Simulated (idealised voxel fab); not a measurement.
process module | voxel transistor to metal
cross-section cut | 295 nm wide | cells 5 nm
A cross-section is a grid of square cells, given in bands from the top down. A band is one or more rows of cells.
Each band's line starts with the height of the band's top and of its bottom, in nm. Then come its materials from left to right, each with its width in nm. One material with "throughout" fills the band from edge to edge. "air" is empty space.
Height 0 is the level under which the wafer as received is all one material. The lowest band goes on downwards, as in "0 down".
A width such as "30 to 40" changes by the same amount from each row of cells to the next, from the band's top row to its bottom row.
"no change" after a step means that no cell of the cross-section changed.
closed voids: empty space of 8 cells or more with no open way to the top, each as width x height at its distance from the left edge, in nm
after a step's settings: what the simulator itself notes on the step
overlay nm, on a step with a mask: how far to the right of its planned place the mask lay; to the left if negative
plan
1 op RECEIVE | material Si
2 op CONFORMAL_DEP | material SiO2 | thk nm 5
3 op CONFORMAL_DEP | material SiN | thk nm 10
4 op MASKED_ETCH | tone cover | mask id ACTIVE | width nm 115 | pitch nm 135 | etch materials SiN | depth nm 10 | overlay nm 0
5 op MASKED_ETCH | tone cover | mask id ACTIVE | width nm 115 | pitch nm 135 | etch materials SiO2 | depth nm 5 | overlay nm 0
6 op MASKED_ETCH | tone cover | mask id ACTIVE | width nm 115 | pitch nm 135 | etch materials Si | depth nm 20 | overlay nm 0
7 op FILL_DEP | material SiO2 | thk nm 15
8 op CMP | height nm 15
9 op SELECTIVE_ETCH | etch materials SiO2 | depth nm 10
10 op STRIP | etch materials SiN
11 op SELECTIVE_ETCH | etch materials SiO2 | depth nm 5
12 op OXIDIZE | depth nm 5
13 op DIRECTIONAL_DEP | material polySi | thk nm 30
14 op DIRECTIONAL_DEP | material SiCN | thk nm 15
15 op DIRECTIONAL_DEP | material aC | thk nm 15
16 op PATTERN | tone cover | mask id GATE | material resist | width nm 25 | pitch nm 135 | thk nm 35 | overlay nm 0
17 op DIRECTIONAL_ETCH | etch materials aC | depth nm 15
18 op STRIP | etch materials resist
19 op DIRECTIONAL_ETCH | etch materials SiCN | depth nm 25
20 op DIRECTIONAL_ETCH | etch materials polySi | depth nm 40
21 op STRIP | etch materials aC
22 op CONFORMAL_DEP | material SiO2 | thk nm 5
23 op DIRECTIONAL_ETCH | etch materials SiO2 | depth nm 5
24 op CONFORMAL_DEP | material SiN | thk nm 10
25 op DIRECTIONAL_ETCH | etch materials SiN | depth nm 10
26 op DIRECTIONAL_ETCH | etch materials SiO2 | depth nm 5
27 op DIRECTIONAL_ETCH | etch materials Si | depth nm 10
28 op EPI | material SiGe | thk nm 10
29 op FILL_DEP | material SiO2 | thk nm 5
30 op CMP | height nm 30
31 op STRIP | etch materials polySi
32 op SELECTIVE_ETCH | etch materials SiO2 | depth nm 5
33 op CONFORMAL_DEP | material HfO2 | thk nm 5
34 op CONFORMAL_DEP | material TiN | thk nm 5
35 op FILL_DEP | material W | thk nm 10
36 op CMP | height nm 25
37 op DIRECTIONAL_DEP | material SiO2 | thk nm 10
38 op MASKED_ETCH | tone open | mask id CONTACT | width nm 20 | etch materials SiO2 | depth nm 40 | overlay nm 0
39 op CONFORMAL_DEP | material TiN | thk nm 5
40 op FILL_DEP | material W | thk nm 5
41 op CMP | height nm 35
42 op CONFORMAL_DEP | material SiN | thk nm 5
43 op DIRECTIONAL_DEP | material lowk | thk nm 15
44 op MASKED_ETCH | tone open | mask id METAL_1 | width nm 20 | etch materials lowk | depth nm 15 | overlay nm 0
45 op MASKED_ETCH | tone open | mask id METAL_1 | width nm 15 | etch materials SiN | depth nm 5 | overlay nm 0
46 op CONFORMAL_DEP | material TiN | thk nm 5
47 op FILL_DEP | material Cu | thk nm 10
48 op CMP | height nm 55
49 op CONFORMAL_DEP | material SiCN | thk nm 5
50 op DIRECTIONAL_DEP | material lowk | thk nm 30
51 op DIRECTIONAL_DEP | material aC | thk nm 10
52 op PATTERN | tone open | mask id METAL_2_HOLES | material resist | width nm 15 | pitch nm 135 | thk nm 30 | overlay nm 0
53 op DIRECTIONAL_ETCH | etch materials aC | depth nm 10
54 op STRIP | etch materials resist
55 op DIRECTIONAL_ETCH | etch materials lowk | depth nm 30
56 op STRIP | etch materials aC
57 op PATTERN | tone open | mask id METAL_2 | material resist | width nm 20 | pitch nm 135 | thk nm 15 | overlay nm 0
58 op DIRECTIONAL_ETCH | etch materials lowk | depth nm 15
59 op DIRECTIONAL_ETCH | etch materials SiCN | depth nm 5
60 op STRIP | etch materials resist
61 op CONFORMAL_DEP | material TiN | thk nm 5
62 op FILL_DEP | material Ru | thk nm 10
63 op CMP | height nm 90
64 op CONFORMAL_DEP | material SiCN | thk nm 5
varied across the wafers: width nm of step 45. The plan shows the first wafer's value. All wafers start alike
first wafer as received, after step 1
  0 down: Si throughout
  closed voids: none
first wafer at the end, after step 64
  95 to 90: SiCN throughout
  90 to 80: lowk 25 | TiN 5 | Ru 10 | TiN 5 | lowk 115 | TiN 5 | Ru 10 | TiN 5 | lowk 115
  80 to 75: lowk 25 | TiN 5 | Ru 5 | TiN 10 | lowk 115 | TiN 5 | Ru 5 | TiN 10 | lowk 115
  75 to 60: lowk 25 | TiN 5 | Ru 5 | TiN 5 | lowk 120 | TiN 5 | Ru 5 | TiN 5 | lowk 120
  60 to 55: SiCN 25 | TiN 15 | SiCN 120 | TiN 15 | SiCN 120
  55 to 45: lowk 25 | TiN 5 | Cu 10 | TiN 5 | lowk 65 | TiN 5 | Cu 10 | TiN 5 | lowk 30 | TiN 5 | Cu 10 | TiN 5 | lowk 65 | TiN 5 | Cu 10 | TiN 5 | lowk 30
  45 to 40: lowk 25 | TiN 10 | Cu 5 | TiN 5 | lowk 65 | TiN 10 | Cu 5 | TiN 5 | lowk 30 | TiN 10 | Cu 5 | TiN 5 | lowk 65 | TiN 10 | Cu 5 | TiN 5 | lowk 30
  40 to 35: SiN 30 | TiN 15 | SiN 70 | TiN 15 | SiN 35 | TiN 15 | SiN 70 | TiN 15 | SiN 30
  35 to 25: SiO2 25 | TiN 5 | W 10 | TiN 5 | SiO2 65 | TiN 5 | W 10 | TiN 5 | SiO2 30 | TiN 5 | W 10 | TiN 5 | SiO2 65 | TiN 5 | W 10 | TiN 5 | SiO2 30
  25 to 10: SiO2 25 | TiN 5 | W 10 | TiN 5 | SiO2 5 | SiN 10 | HfO2 5 | TiN 5 | W 15 | TiN 5 | HfO2 5 | SiN 10 | SiO2 5 | TiN 5 | W 10 | TiN 5 | SiO2 30 | TiN 5 | W 10 | TiN 5 | SiO2 5 | SiN 10 | HfO2 5 | TiN 5 | W 15 | TiN 5 | HfO2 5 | SiN 10 | SiO2 5 | TiN 5 | W 10 | TiN 5 | SiO2 30
  10 to 5: SiO2 25 | TiN 5 | W 5 | TiN 10 | SiO2 5 | SiN 10 | HfO2 5 | TiN 5 | W 15 | TiN 5 | HfO2 5 | SiN 10 | SiO2 5 | TiN 10 | W 5 | TiN 5 | SiO2 30 | TiN 5 | W 5 | TiN 10 | SiO2 5 | SiN 10 | HfO2 5 | TiN 5 | W 15 | TiN 5 | HfO2 5 | SiN 10 | SiO2 5 | TiN 10 | W 5 | TiN 5 | SiO2 30
  5 to 0: SiO2 25 | TiN 5 | W 5 | TiN 5 | SiGe 10 | SiN 10 | HfO2 5 | TiN 25 | HfO2 5 | SiN 10 | SiGe 10 | TiN 5 | W 5 | TiN 5 | SiO2 30 | TiN 5 | W 5 | TiN 5 | SiGe 10 | SiN 10 | HfO2 5 | TiN 25 | HfO2 5 | SiN 10 | SiGe 10 | TiN 5 | W 5 | TiN 5 | SiO2 30
  0 to -5: SiO2 25 | TiN 15 | SiGe 10 | SiO2 10 | HfO2 35 | SiO2 10 | SiGe 10 | TiN 15 | SiO2 30 | TiN 15 | SiGe 10 | SiO2 10 | HfO2 35 | SiO2 10 | SiGe 10 | TiN 15 | SiO2 30
  -5 to -15: SiO2 20 | SiGe 30 | Si 55 | SiGe 30 | SiO2 20 | SiGe 30 | Si 55 | SiGe 30 | SiO2 25
  -15 to -20: SiO2 20 | Si 115 | SiO2 20 | Si 115 | SiO2 25
  -20 down: Si throughout
  closed voids: none
last wafer at the end
  95 to 90: SiCN throughout
  90 to 80: lowk 25 | TiN 5 | Ru 10 | TiN 5 | lowk 115 | TiN 5 | Ru 10 | TiN 5 | lowk 115
  80 to 75: lowk 25 | TiN 5 | Ru 5 | TiN 10 | lowk 115 | TiN 5 | Ru 5 | TiN 10 | lowk 115
  75 to 60: lowk 25 | TiN 5 | Ru 5 | TiN 5 | lowk 120 | TiN 5 | Ru 5 | TiN 5 | lowk 120
  60 to 55: SiCN 25 | TiN 15 | SiCN 120 | TiN 15 | SiCN 120
  55 to 40: lowk 25 | TiN 5 | Cu 10 | TiN 5 | lowk 65 | TiN 5 | Cu 10 | TiN 5 | lowk 30 | TiN 5 | Cu 10 | TiN 5 | lowk 65 | TiN 5 | Cu 10 | TiN 5 | lowk 30
  40 to 35: SiN 25 | TiN 20 | SiN 65 | TiN 20 | SiN 30 | TiN 20 | SiN 65 | TiN 20 | SiN 30
  35 to 25: SiO2 25 | TiN 5 | W 10 | TiN 5 | SiO2 65 | TiN 5 | W 10 | TiN 5 | SiO2 30 | TiN 5 | W 10 | TiN 5 | SiO2 65 | TiN 5 | W 10 | TiN 5 | SiO2 30
  25 to 10: SiO2 25 | TiN 5 | W 10 | TiN 5 | SiO2 5 | SiN 10 | HfO2 5 | TiN 5 | W 15 | TiN 5 | HfO2 5 | SiN 10 | SiO2 5 | TiN 5 | W 10 | TiN 5 | SiO2 30 | TiN 5 | W 10 | TiN 5 | SiO2 5 | SiN 10 | HfO2 5 | TiN 5 | W 15 | TiN 5 | HfO2 5 | SiN 10 | SiO2 5 | TiN 5 | W 10 | TiN 5 | SiO2 30
  10 to 5: SiO2 25 | TiN 5 | W 5 | TiN 10 | SiO2 5 | SiN 10 | HfO2 5 | TiN 5 | W 15 | TiN 5 | HfO2 5 | SiN 10 | SiO2 5 | TiN 10 | W 5 | TiN 5 | SiO2 30 | TiN 5 | W 5 | TiN 10 | SiO2 5 | SiN 10 | HfO2 5 | TiN 5 | W 15 | TiN 5 | HfO2 5 | SiN 10 | SiO2 5 | TiN 10 | W 5 | TiN 5 | SiO2 30
  5 to 0: SiO2 25 | TiN 5 | W 5 | TiN 5 | SiGe 10 | SiN 10 | HfO2 5 | TiN 25 | HfO2 5 | SiN 10 | SiGe 10 | TiN 5 | W 5 | TiN 5 | SiO2 30 | TiN 5 | W 5 | TiN 5 | SiGe 10 | SiN 10 | HfO2 5 | TiN 25 | HfO2 5 | SiN 10 | SiGe 10 | TiN 5 | W 5 | TiN 5 | SiO2 30
  0 to -5: SiO2 25 | TiN 15 | SiGe 10 | SiO2 10 | HfO2 35 | SiO2 10 | SiGe 10 | TiN 15 | SiO2 30 | TiN 15 | SiGe 10 | SiO2 10 | HfO2 35 | SiO2 10 | SiGe 10 | TiN 15 | SiO2 30
  -5 to -15: SiO2 20 | SiGe 30 | Si 55 | SiGe 30 | SiO2 20 | SiGe 30 | Si 55 | SiGe 30 | SiO2 25
  -15 to -20: SiO2 20 | Si 115 | SiO2 20 | Si 115 | SiO2 25
  -20 down: Si throughout
  closed voids: none
each wafer at the end: cells of each material gained (+) or lost (-) since it was received, then its closed voids
width nm 15 | +20 Cu | +34 HfO2 | +16 Ru | -146 Si | +112 SiCN | +64 SiGe | +87 SiN | +251 SiO2 | +170 TiN | +72 W | +441 lowk | closed voids: none
width nm 20 | +24 Cu | +34 HfO2 | +16 Ru | -146 Si | +112 SiCN | +64 SiGe | +83 SiN | +251 SiO2 | +170 TiN | +72 W | +441 lowk | closed voids: none
width nm 25 | +24 Cu | +34 HfO2 | +16 Ru | -146 Si | +112 SiCN | +64 SiGe | +83 SiN | +251 SiO2 | +170 TiN | +72 W | +441 lowk | closed voids: none
width nm 30 | +24 Cu | +34 HfO2 | +16 Ru | -146 Si | +112 SiCN | +64 SiGe | +83 SiN | +251 SiO2 | +170 TiN | +72 W | +441 lowk | closed voids: none
width nm 35 | +24 Cu | +34 HfO2 | +16 Ru | -146 Si | +112 SiCN | +64 SiGe | +83 SiN | +251 SiO2 | +170 TiN | +72 W | +441 lowk | closed voids: none
